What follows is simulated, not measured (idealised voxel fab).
The following is a process module called voxel transistor to metal.
Pictured: cross-section cut, 140 nm wide, on a grid of 5 nm square cells.
Cross-sections here: square-cell grids, written as top-down lists of bands, a band being one or more rows of cells.
Per band: top height and bottom height in nm, followed by the left-to-right materials and their widths in nm; "edge to edge" marks a single material spanning edge to edge, "air" marks empty space.
Heights are measured from 0, the level below which the as-received wafer is all one material; the lowest band has no bottom and continues downward, written as in "0 nm and below".
Per-row width for "30->40": begins at first number (top row of band), ends at second number (bottom row), increment between rows held constant.
It should be understood that the words "nothing different", when stated for a given step, signify that the cross-section underwent no change in any of its cells during that step.
So "Closed internal voids" is basically the list of trapped voids: any empty space of 8 cells or more that can't reach the top through an opening. They're written width x height at distance, the distance being from the left edge, and it's all nm.
It should be noted that, on the line of a given step, the content following the step's settings is a remark produced by the simulator itself with respect to that step.
Among the settings permitted on a step's line is "overlay nm"; applied to a step with a mask, it specifies the extent to which the mask lay to the right of its planned position, whereas a negative figure signifies a position to the left.
### This section lists the process steps that were planned
1,RECEIVE: material Si
2,OXIDIZE: depth nm 5
3,CONFORMAL_DEP: material SiN, thk nm 10
4,PATTERN: tone cover, mask id ACTIVE, material resist, width nm 105, thk nm 15, overlay nm 0
5,DIRECTIONAL_ETCH: etch materials SiN, depth nm 10
6,DIRECTIONAL_ETCH: etch materials SiO2, depth nm 5
7,DIRECTIONAL_ETCH: etch materials Si, depth nm 25
8,STRIP: etch materials resist
9,OXIDIZE: depth nm 5
10,FILL_DEP: material SiO2, thk nm 5
11,CMP: height nm 10
12,SELECTIVE_ETCH: etch materials SiO2, depth nm 10
13,STRIP: etch materials SiN
14,SELECTIVE_ETCH: etch materials SiO2, depth nm 5
15,OXIDIZE: depth nm 5
16,DIRECTIONAL_DEP: material polySi, thk nm 25
17,DIRECTIONAL_DEP: material SiCN, thk nm 15
18,PATTERN: tone cover, mask id GATE, material resist, width nm 15, thk nm 20, overlay nm 0
19,DIRECTIONAL_ETCH: etch materials SiCN, depth nm 25
20,DIRECTIONAL_ETCH: etch materials polySi, depth nm 35
21,STRIP: etch materials resist
22,CONFORMAL_DEP: material SiO2, thk nm 5
23,DIRECTIONAL_ETCH: etch materials SiO2, depth nm 5
24,CONFORMAL_DEP: material SiN, thk nm 5
25,DIRECTIONAL_ETCH: etch materials SiN, depth nm 5
26,DIRECTIONAL_ETCH: etch materials SiO2, depth nm 5
27,DIRECTIONAL_ETCH: etch materials Si, depth nm 10
28,EPI: material SiGe, thk nm 10
29,FILL_DEP: material SiO2, thk nm 10
30,CMP: height nm 35
31,DIRECTIONAL_DEP: material SiO2, thk nm 15
32,MASKED_ETCH: tone open, mask id CONTACT, width nm 20, pitch nm 75, etch materials SiO2, depth nm 60, overlay nm 0
33,CONFORMAL_DEP: material TiN, thk nm 5
34,FILL_DEP: material W, thk nm 5
35,CMP: height nm 50
36,CONFORMAL_DEP: material SiN, thk nm 5
37,DIRECTIONAL_DEP: material SiO2, thk nm 25
38,MASKED_ETCH: tone open, mask id METAL_1, width nm 20, pitch nm 75, etch materials SiO2, depth nm 25, overlay nm 0
39,MASKED_ETCH: tone open, mask id METAL_1, width nm 20, pitch nm 75, etch materials SiN, depth nm 5, overlay nm 0
40,CONFORMAL_DEP: material TiN, thk nm 5
41,FILL_DEP: material Cu, thk nm 10
42,CMP: height nm 80
43,CONFORMAL_DEP: material SiCN, thk nm 5
44,DIRECTIONAL_DEP: material SiO2, thk nm 35
45,MASKED_ETCH: tone open, mask id METAL_2_HOLES, width nm 15, pitch nm 75, etch materials SiO2, depth nm 35, overlay nm 0
46,DIRECTIONAL_DEP: material aC, thk nm 15
47,PATTERN: tone open, mask id METAL_2, material resist, width nm 20, pitch nm 75, thk nm 35, overlay nm 0
48,DIRECTIONAL_ETCH: etch materials aC, depth nm 15
49,STRIP: etch materials resist
50,DIRECTIONAL_ETCH: etch materials SiO2, depth nm 20
51,DIRECTIONAL_ETCH: etch materials SiCN, depth nm 5
52,STRIP: etch materials aC
53,CONFORMAL_DEP: material TiN, thk nm 5
54,FILL_DEP: material Ru, thk nm 10
55,CMP: height nm 120
56,CONFORMAL_DEP: material SiN, thk nm 5
### The cross-section here shows the wafer as received, i.e. in its state after step 1
  0 nm and below  Si edge to edge
  Closed internal voids: none
### First wafer of two, sectioned at end of module; run went per plan
  125 nm to 120 nm  SiN edge to edge
  120 nm to 105 nm  SiO2=20 | TiN=5 | Ru=10 | TiN=5 | SiO2=55 | TiN=5 | Ru=10 | TiN=5 | SiO2=25
  105 nm to 100 nm  SiO2=20 | TiN=5 | Ru=5 | TiN=10 | SiO2=55 | TiN=5 | Ru=5 | TiN=10 | SiO2=25
  100 nm to 85 nm  SiO2=20 | TiN=5 | Ru=5 | TiN=5 | SiO2=60 | TiN=5 | Ru=5 | TiN=5 | SiO2=30
  85 nm to 80 nm  SiCN=20 | TiN=15 | SiCN=60 | TiN=15 | SiCN=30
  80 nm to 55 nm  SiO2=20 | TiN=5 | Cu=10 | TiN=5 | SiO2=55 | TiN=5 | Cu=10 | TiN=5 | SiO2=25
  55 nm to 50 nm  SiN=20 | TiN=20 | SiN=55 | TiN=20 | SiN=25
  50 nm to 35 nm  SiO2=20 | TiN=5 | W=10 | TiN=5 | SiO2=55 | TiN=5 | W=10 | TiN=5 | SiO2=25
  35 nm to 20 nm  SiO2=20 | TiN=5 | W=10 | TiN=5 | SiO2=10 | SiN=5 | SiO2=5 | SiCN=15 | SiO2=5 | SiN=5 | SiO2=10 | TiN=5 | W=10 | TiN=5 | SiO2=25
  20 nm to 0 nm  SiO2=20 | TiN=5 | W=10 | TiN=5 | SiO2=10 | SiN=5 | SiO2=5 | polySi=15 | SiO2=5 | SiN=5 | SiO2=10 | TiN=5 | W=10 | TiN=5 | SiO2=25
  0 nm to -5 nm  SiO2=20 | TiN=5 | W=10 | TiN=5 | SiGe=10 | SiN=5 | SiO2=5 | polySi=15 | SiO2=5 | SiN=5 | SiGe=10 | TiN=5 | W=10 | TiN=5 | SiO2=25
  -5 nm to -10 nm  SiO2=20 | TiN=20 | SiGe=10 | SiO2=35 | SiGe=10 | TiN=20 | SiO2=25
  -10 nm to -20 nm  SiO2=20 | SiGe=30 | Si=35 | SiGe=30 | SiO2=25
  -20 nm to -35 nm  SiO2=20 | Si=95 | SiO2=25
  -35 nm and below  Si edge to edge
  Closed internal voids: none
### Cross-sectional image of the second wafer of the two following completion of the module. Starting state and process plan were the same as for the first wafer; one execution error occurred
  125 nm to 120 nm  SiN edge to edge
  120 nm to 105 nm  SiO2=20 | TiN=5 | Ru=10 | TiN=5 | SiO2=55 | TiN=5 | Ru=10 | TiN=5 | SiO2=25
  105 nm to 100 nm  SiO2=20 | TiN=5 | Ru=5 | TiN=10 | SiO2=55 | TiN=5 | Ru=5 | TiN=10 | SiO2=25
  100 nm to 85 nm  SiO2=20 | TiN=5 | Ru=5 | TiN=5 | SiO2=60 | TiN=5 | Ru=5 | TiN=5 | SiO2=30
  85 nm to 80 nm  SiCN=20 | TiN=15 | SiCN=60 | TiN=15 | SiCN=30
  80 nm to 55 nm  SiO2=20 | TiN=5 | Cu=10 | TiN=5 | SiO2=55 | TiN=5 | Cu=10 | TiN=5 | SiO2=25
  55 nm to 50 nm  SiN=20 | TiN=20 | SiN=55 | TiN=20 | SiN=25
  50 nm to 35 nm  SiO2=20 | TiN=5 | W=10 | TiN=5 | SiO2=55 | TiN=5 | W=10 | TiN=5 | SiO2=25
  35 nm to 20 nm  SiO2=20 | TiN=5 | W=10 | TiN=5 | SiO2=10 | SiN=5 | SiO2=5 | SiCN=15 | SiO2=5 | SiN=5 | SiO2=10 | TiN=5 | W=10 | TiN=5 | SiO2=25
  20 nm to 0 nm  SiO2=20 | TiN=5 | W=10 | TiN=5 | SiO2=10 | SiN=5 | SiO2=5 | polySi=15 | SiO2=5 | SiN=5 | SiO2=10 | TiN=5 | W=10 | TiN=5 | SiO2=25
  0 nm to -5 nm  SiO2=20 | TiN=5 | W=10 | TiN=5 | SiGe=10 | SiN=5 | SiO2=5 | polySi=15 | SiO2=5 | SiN=5 | SiGe=10 | TiN=5 | W=10 | TiN=5 | SiO2=25
  -5 nm to -10 nm  SiO2=10 | SiN=5 | SiO2=5 | TiN=20 | SiGe=10 | SiO2=35 | SiGe=10 | TiN=20 | SiO2=5 | SiN=10 | SiO2=10
  -10 nm to -15 nm  SiO2=10 | SiN=5 | SiO2=10 | SiGe=25 | Si=35 | SiGe=25 | SiO2=10 | SiN=10 | SiO2=10
  -15 nm to -20 nm  SiO2=25 | SiGe=25 | Si=35 | SiGe=25 | SiO2=30
  -20 nm to -35 nm  SiO2=20 | Si=95 | SiO2=25
  -35 nm and below  Si edge to edge
  Closed internal voids: none
What went wrong in running the wafer? the intended sequence of steps 12 and 13 was reversed during processing, with each occupying the position of the other
Final difference in cells, second wafer against first, listed per material as more or fewer: SiGe -4 | SiN +6 | SiO2 -2
